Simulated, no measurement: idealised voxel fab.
process module | voxel self aligned vias
cross-section cut | 295 nm wide | cells 5 nm
A cross-section is a grid of square cells, given in bands from the top down. A band is one or more rows of cells.
Each band's line starts with the height of the band's top and of its bottom, in nm. Then come its materials from left to right, each with its width in nm. One material with "throughout" fills the band from edge to edge. "air" is empty space.
Height 0 is the level under which the wafer as received is all one material. The lowest band goes on downwards, as in "0 down".
A width such as "30 to 40" changes by the same amount from each row of cells to the next, from the band's top row to its bottom row.
"no change" after a step means that no cell of the cross-section changed.
closed voids: empty space of 8 cells or more with no open way to the top, each as width x height at its distance from the left edge, in nm
after a step's settings: what the simulator itself notes on the step
overlay nm, on a step with a mask: how far to the right of its planned place the mask lay; to the left if negative
plan
1 op RECEIVE | material Si
2 op CONFORMAL_DEP | material SiO2 | thk nm 10
3 op CONFORMAL_DEP | material SiCN | thk nm 5
4 op DIRECTIONAL_DEP | material lowk | thk nm 30
5 op DIRECTIONAL_DEP | material aC | thk nm 10
6 op PATTERN | tone open | mask id LINES | material resist | width nm 20 | pitch nm 55 | thk nm 25 | overlay nm 0
7 op DIRECTIONAL_ETCH | etch materials aC | depth nm 10
8 op STRIP | etch materials resist
9 op DIRECTIONAL_ETCH | etch materials lowk | depth nm 30
10 op STRIP | etch materials aC
11 op CONFORMAL_DEP | material TiN | thk nm 5
12 op FILL_DEP | material Ru | thk nm 5
13 op CMP | height nm 45
14 op SELECTIVE_ETCH | etch materials W Ru TiN | depth nm 5
15 op FILL_DEP | material SiN | thk nm 5
16 op CMP | height nm 45
17 op DIRECTIONAL_DEP | material lowk | thk nm 15
18 op DIRECTIONAL_DEP | material aC | thk nm 15
19 op PATTERN | tone open | mask id VIAS | material resist | width nm 30 | thk nm 30 | overlay nm 0
20 op DIRECTIONAL_ETCH | etch materials aC | depth nm 15
21 op STRIP | etch materials resist
22 op DIRECTIONAL_ETCH | etch materials lowk | depth nm 15
23 op DIRECTIONAL_ETCH | etch materials SiN | depth nm 5
24 op STRIP | etch materials aC
25 op CONFORMAL_DEP | material TiN | thk nm 5
26 op FILL_DEP | material Cu | thk nm 5
27 op CMP | height nm 60
28 op CONFORMAL_DEP | material SiN | thk nm 5
first wafer, as planned
as received, after step 1
  0 down: Si throughout
  closed voids: none
after step 2
  10 to 0: SiO2 throughout
  below 0: unchanged
after step 3
  15 to 10: SiCN throughout
  below 10: unchanged
after step 4
  45 to 15: lowk throughout
  below 15: unchanged
after step 5
  55 to 45: aC throughout
  below 45: unchanged
after step 6
  80 to 55: resist 110 | air 20 | resist 35 | air 20 | resist 110
  below 55: unchanged
after step 7
  70 to 55: resist 110 | air 20 | resist 35 | air 20 | resist 110
  55 to 45: aC 110 | air 20 | aC 35 | air 20 | aC 110
  below 45: unchanged
after step 8
  55 to 45: aC 110 | air 20 | aC 35 | air 20 | aC 110
  below 45: unchanged
after step 9
  55 to 45: aC 110 | air 20 | aC 35 | air 20 | aC 110
  45 to 15: lowk 110 | air 20 | lowk 35 | air 20 | lowk 110
  below 15: unchanged
after step 10
  45 to 15: lowk 110 | air 20 | lowk 35 | air 20 | lowk 110
  below 15: unchanged
after step 11
  50 to 45: TiN 115 | air 10 | TiN 45 | air 10 | TiN 115
  45 to 20: lowk 110 | TiN 5 | air 10 | TiN 5 | lowk 35 | TiN 5 | air 10 | TiN 5 | lowk 110
  20 to 15: lowk 110 | TiN 20 | lowk 35 | TiN 20 | lowk 110
  below 15: unchanged
after step 12
  55 to 50: Ru throughout
  50 to 45: TiN 115 | Ru 10 | TiN 45 | Ru 10 | TiN 115
  45 to 20: lowk 110 | TiN 5 | Ru 10 | TiN 5 | lowk 35 | TiN 5 | Ru 10 | TiN 5 | lowk 110
  below 20: unchanged
after step 13
  45 to 20: lowk 110 | TiN 5 | Ru 10 | TiN 5 | lowk 35 | TiN 5 | Ru 10 | TiN 5 | lowk 110
  below 20: unchanged
after step 14
  45 to 40: lowk 110 | air 20 | lowk 35 | air 20 | lowk 110
  below 40: unchanged
after step 15
  50 to 45: SiN throughout
  45 to 40: lowk 110 | SiN 20 | lowk 35 | SiN 20 | lowk 110
  below 40: unchanged
after step 16
  45 to 40: lowk 110 | SiN 20 | lowk 35 | SiN 20 | lowk 110
  below 40: unchanged
after step 17
  60 to 45: lowk throughout
  below 45: unchanged
after step 18
  75 to 60: aC throughout
  below 60: unchanged
after step 19
  105 to 75: resist 105 | air 30 | resist 160
  below 75: unchanged
after step 20
  90 to 75: resist 105 | air 30 | resist 160
  75 to 60: aC 105 | air 30 | aC 160
  below 60: unchanged
after step 21
  75 to 60: aC 105 | air 30 | aC 160
  below 60: unchanged
after step 22
  75 to 60: aC 105 | air 30 | aC 160
  60 to 45: lowk 105 | air 30 | lowk 160
  below 45: unchanged
after step 23
  75 to 60: aC 105 | air 30 | aC 160
  60 to 45: lowk 105 | air 30 | lowk 160
  45 to 40: lowk 110 | air 20 | lowk 35 | SiN 20 | lowk 110
  below 40: unchanged
after step 24
  60 to 45: lowk 105 | air 30 | lowk 160
  below 45: unchanged
after step 25
  65 to 60: TiN 110 | air 20 | TiN 165
  60 to 50: lowk 105 | TiN 5 | air 20 | TiN 5 | lowk 160
  50 to 45: lowk 105 | TiN 10 | air 10 | TiN 10 | lowk 160
  45 to 40: lowk 110 | TiN 20 | lowk 35 | SiN 20 | lowk 110
  below 40: unchanged
after step 26
  70 to 65: Cu throughout
  65 to 60: TiN 110 | Cu 20 | TiN 165
  60 to 50: lowk 105 | TiN 5 | Cu 20 | TiN 5 | lowk 160
  50 to 45: lowk 105 | TiN 10 | Cu 10 | TiN 10 | lowk 160
  below 45: unchanged
after step 27
  60 to 50: lowk 105 | TiN 5 | Cu 20 | TiN 5 | lowk 160
  below 50: unchanged
after step 28
  65 to 60: SiN throughout
  below 60: unchanged
second wafer: like start, like plan, one mistake. Through step 1 it matches the first wafer
when step 2 should have ended
  10 to 0: TiN throughout
  below 0: unchanged
when step 3 should have ended
  15 to 10: SiCN throughout
  below 10: unchanged
when step 4 should have ended
  45 to 15: lowk throughout
  below 15: unchanged
when step 5 should have ended
  55 to 45: aC throughout
  below 45: unchanged
when step 6 should have ended
  80 to 55: resist 110 | air 20 | resist 35 | air 20 | resist 110
  below 55: unchanged
when step 7 should have ended
  70 to 55: resist 110 | air 20 | resist 35 | air 20 | resist 110
  55 to 45: aC 110 | air 20 | aC 35 | air 20 | aC 110
  below 45: unchanged
when step 8 should have ended
  55 to 45: aC 110 | air 20 | aC 35 | air 20 | aC 110
  below 45: unchanged
when step 9 should have ended
  55 to 45: aC 110 | air 20 | aC 35 | air 20 | aC 110
  45 to 15: lowk 110 | air 20 | lowk 35 | air 20 | lowk 110
  below 15: unchanged
when step 10 should have ended
  45 to 15: lowk 110 | air 20 | lowk 35 | air 20 | lowk 110
  below 15: unchanged
when step 11 should have ended
  50 to 45: TiN 115 | air 10 | TiN 45 | air 10 | TiN 115
  45 to 20: lowk 110 | TiN 5 | air 10 | TiN 5 | lowk 35 | TiN 5 | air 10 | TiN 5 | lowk 110
  20 to 15: lowk 110 | TiN 20 | lowk 35 | TiN 20 | lowk 110
  below 15: unchanged
when step 12 should have ended
  55 to 50: Ru throughout
  50 to 45: TiN 115 | Ru 10 | TiN 45 | Ru 10 | TiN 115
  45 to 20: lowk 110 | TiN 5 | Ru 10 | TiN 5 | lowk 35 | TiN 5 | Ru 10 | TiN 5 | lowk 110
  below 20: unchanged
when step 13 should have ended
  45 to 20: lowk 110 | TiN 5 | Ru 10 | TiN 5 | lowk 35 | TiN 5 | Ru 10 | TiN 5 | lowk 110
  below 20: unchanged
when step 14 should have ended
  45 to 40: lowk 110 | air 20 | lowk 35 | air 20 | lowk 110
  below 40: unchanged
when step 15 should have ended
  50 to 45: SiN throughout
  45 to 40: lowk 110 | SiN 20 | lowk 35 | SiN 20 | lowk 110
  below 40: unchanged
when step 16 should have ended
  45 to 40: lowk 110 | SiN 20 | lowk 35 | SiN 20 | lowk 110
  below 40: unchanged
when step 17 should have ended
  60 to 45: lowk throughout
  below 45: unchanged
when step 18 should have ended
  75 to 60: aC throughout
  below 60: unchanged
when step 19 should have ended
  105 to 75: resist 105 | air 30 | resist 160
  below 75: unchanged
when step 20 should have ended
  90 to 75: resist 105 | air 30 | resist 160
  75 to 60: aC 105 | air 30 | aC 160
  below 60: unchanged
when step 21 should have ended
  75 to 60: aC 105 | air 30 | aC 160
  below 60: unchanged
when step 22 should have ended
  75 to 60: aC 105 | air 30 | aC 160
  60 to 45: lowk 105 | air 30 | lowk 160
  below 45: unchanged
when step 23 should have ended
  75 to 60: aC 105 | air 30 | aC 160
  60 to 45: lowk 105 | air 30 | lowk 160
  45 to 40: lowk 110 | air 20 | lowk 35 | SiN 20 | lowk 110
  below 40: unchanged
when step 24 should have ended
  60 to 45: lowk 105 | air 30 | lowk 160
  below 45: unchanged
when step 25 should have ended
  65 to 60: TiN 110 | air 20 | TiN 165
  60 to 50: lowk 105 | TiN 5 | air 20 | TiN 5 | lowk 160
  50 to 45: lowk 105 | TiN 10 | air 10 | TiN 10 | lowk 160
  45 to 40: lowk 110 | TiN 20 | lowk 35 | SiN 20 | lowk 110
  below 40: unchanged
when step 26 should have ended
  70 to 65: Cu throughout
  65 to 60: TiN 110 | Cu 20 | TiN 165
  60 to 50: lowk 105 | TiN 5 | Cu 20 | TiN 5 | lowk 160
  50 to 45: lowk 105 | TiN 10 | Cu 10 | TiN 10 | lowk 160
  below 45: unchanged
when step 27 should have ended
  60 to 50: lowk 105 | TiN 5 | Cu 20 | TiN 5 | lowk 160
  below 50: unchanged
when step 28 should have ended
  65 to 60: SiN throughout
  below 60: unchanged
what went wrong: step 2 ran as: op CONFORMAL_DEP | material TiN | thk nm 10
at the end the second wafer has, in cells: 118 fewer of SiO2 | 118 more of TiN
